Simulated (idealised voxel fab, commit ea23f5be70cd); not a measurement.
process module | voxel ribs on slabs
cross-section cut | 170 nm wide | cells 5 nm
A cross-section is a grid of square cells, given in bands from the top down. A band is one or more rows of cells.
Each band's line starts with the height of the band's top and of its bottom, in nm. Then come its materials from left to right, each with its width in nm. One material with "throughout" fills the band from edge to edge. "air" is empty space.
Height 0 is the level under which the wafer as received is all one material. The lowest band goes on downwards, as in "0 down".
A width such as "30 to 40" changes by the same amount from each row of cells to the next, from the band's top row to its bottom row.
"no change" after a step means that no cell of the cross-section changed.
closed voids: empty space of 8 cells or more with no open way to the top, each as width x height at its distance from the left edge, in nm
after a step's settings: what the simulator itself notes on the step
overlay nm, on a step with a mask: how far to the right of its planned place the mask lay; to the left if negative
plan
1 op RECEIVE | material Si
2 op DIRECTIONAL_DEP | material SiO2 | thk nm 30
3 op DIRECTIONAL_DEP | material polySi | thk nm 15
4 op PATTERN | tone cover | mask id RIB | material resist | width nm 25 | thk nm 20 | overlay nm 0
5 op DIRECTIONAL_ETCH | etch materials polySi | depth nm 5
6 op STRIP | etch materials resist
7 op DIRECTIONAL_DEP | material aC | thk nm 15
8 op PATTERN | tone cover | mask id SLAB | material resist | width nm 65 | thk nm 35 | overlay nm 0
9 op DIRECTIONAL_ETCH | etch materials aC | depth nm 15
10 op STRIP | etch materials resist
11 op DIRECTIONAL_ETCH | etch materials polySi | depth nm 10
12 op STRIP | etch materials aC
13 op FILL_DEP | material SiO2 | thk nm 25
14 op CMP | height nm 60
15 op DIRECTIONAL_DEP | material W | thk nm 5
16 op DIRECTIONAL_DEP | material aC | thk nm 10
17 op PATTERN | tone cover | mask id HEATER | material resist | width nm 35 | thk nm 30 | overlay nm 0
18 op DIRECTIONAL_ETCH | etch materials aC | depth nm 10
19 op STRIP | etch materials resist
20 op DIRECTIONAL_ETCH | etch materials W | depth nm 5
21 op STRIP | etch materials aC
22 op CONFORMAL_DEP | material SiN | thk nm 5
first wafer, as planned
as received, after step 1
  0 down: Si throughout
  closed voids: none
after step 2
  30 to 0: SiO2 throughout
  below 0: unchanged
after step 3
  45 to 30: polySi throughout
  below 30: unchanged
after step 4
  65 to 45: air 70 | resist 25 | air 75
  below 45: unchanged
after step 5
  65 to 45: air 70 | resist 25 | air 75
  45 to 40: air 70 | polySi 25 | air 75
  below 40: unchanged
after step 6
  45 to 40: air 70 | polySi 25 | air 75
  below 40: unchanged
after step 7
  60 to 55: air 70 | aC 25 | air 75
  55 to 45: aC throughout
  45 to 40: aC 70 | polySi 25 | aC 75
  below 40: unchanged
after step 8
  95 to 60: air 50 | resist 65 | air 55
  60 to 55: air 50 | resist 20 | aC 25 | resist 20 | air 55
  below 55: unchanged
after step 9
  80 to 60: air 50 | resist 65 | air 55
  60 to 55: air 50 | resist 20 | aC 25 | resist 20 | air 55
  55 to 45: air 50 | aC 65 | air 55
  45 to 40: air 50 | aC 20 | polySi 25 | aC 20 | air 55
  below 40: unchanged
after step 10
  60 to 55: air 70 | aC 25 | air 75
  below 55: unchanged
after step 11
  60 to 55: air 70 | aC 25 | air 75
  55 to 45: air 50 | aC 65 | air 55
  45 to 40: air 50 | aC 20 | polySi 25 | aC 20 | air 55
  40 to 30: air 50 | polySi 65 | air 55
  below 30: unchanged
after step 12
  45 to 40: air 70 | polySi 25 | air 75
  below 40: unchanged
after step 13
  70 to 45: SiO2 throughout
  45 to 40: SiO2 70 | polySi 25 | SiO2 75
  40 to 30: SiO2 50 | polySi 65 | SiO2 55
  below 30: unchanged
after step 14
  60 to 45: SiO2 throughout
  below 45: unchanged
after step 15
  65 to 60: W throughout
  below 60: unchanged
after step 16
  75 to 65: aC throughout
  below 65: unchanged
after step 17
  105 to 75: air 65 | resist 35 | air 70
  below 75: unchanged
after step 18
  95 to 75: air 65 | resist 35 | air 70
  75 to 65: air 65 | aC 35 | air 70
  below 65: unchanged
after step 19
  75 to 65: air 65 | aC 35 | air 70
  below 65: unchanged
after step 20
  75 to 65: air 65 | aC 35 | air 70
  65 to 60: air 65 | W 35 | air 70
  below 60: unchanged
after step 21
  65 to 60: air 65 | W 35 | air 70
  below 60: unchanged
after step 22
  70 to 65: air 60 | SiN 45 | air 65
  65 to 60: SiN 65 | W 35 | SiN 70
  below 60: unchanged
second wafer: like start, like plan, one mistake. Through step 2 it matches the first wafer
when step 3 should have ended
  60 to 30: polySi throughout
  below 30: unchanged
when step 4 should have ended
  80 to 60: air 70 | resist 25 | air 75
  below 60: unchanged
when step 5 should have ended
  80 to 60: air 70 | resist 25 | air 75
  60 to 55: air 70 | polySi 25 | air 75
  below 55: unchanged
when step 6 should have ended
  60 to 55: air 70 | polySi 25 | air 75
  below 55: unchanged
when step 7 should have ended
  75 to 70: air 70 | aC 25 | air 75
  70 to 60: aC throughout
  60 to 55: aC 70 | polySi 25 | aC 75
  below 55: unchanged
when step 8 should have ended
  110 to 75: air 50 | resist 65 | air 55
  75 to 70: air 50 | resist 20 | aC 25 | resist 20 | air 55
  below 70: unchanged
when step 9 should have ended
  95 to 75: air 50 | resist 65 | air 55
  75 to 70: air 50 | resist 20 | aC 25 | resist 20 | air 55
  70 to 60: air 50 | aC 65 | air 55
  60 to 55: air 50 | aC 20 | polySi 25 | aC 20 | air 55
  below 55: unchanged
when step 10 should have ended
  75 to 70: air 70 | aC 25 | air 75
  below 70: unchanged
when step 11 should have ended
  75 to 70: air 70 | aC 25 | air 75
  70 to 60: air 50 | aC 65 | air 55
  60 to 55: air 50 | aC 20 | polySi 25 | aC 20 | air 55
  55 to 45: air 50 | polySi 65 | air 55
  below 45: unchanged
when step 12 should have ended
  60 to 55: air 70 | polySi 25 | air 75
  below 55: unchanged
when step 13 should have ended
  85 to 60: SiO2 throughout
  60 to 55: SiO2 70 | polySi 25 | SiO2 75
  55 to 45: SiO2 50 | polySi 65 | SiO2 55
  below 45: unchanged
when step 14 should have ended
  60 to 55: SiO2 70 | polySi 25 | SiO2 75
  below 55: unchanged
when step 15 should have ended
  65 to 60: W throughout
  below 60: unchanged
when step 16 should have ended
  75 to 65: aC throughout
  below 65: unchanged
when step 17 should have ended
  105 to 75: air 65 | resist 35 | air 70
  below 75: unchanged
when step 18 should have ended
  95 to 75: air 65 | resist 35 | air 70
  75 to 65: air 65 | aC 35 | air 70
  below 65: unchanged
when step 19 should have ended
  75 to 65: air 65 | aC 35 | air 70
  below 65: unchanged
when step 20 should have ended
  75 to 65: air 65 | aC 35 | air 70
  65 to 60: air 65 | W 35 | air 70
  below 60: unchanged
when step 21 should have ended
  65 to 60: air 65 | W 35 | air 70
  below 60: unchanged
when step 22 should have ended
  70 to 65: air 60 | SiN 45 | air 65
  65 to 60: SiN 65 | W 35 | SiN 70
  below 60: unchanged
what went wrong: step 3 was run twice
at the end the second wafer has, in cells: 102 fewer of SiO2 | 102 more of polySi
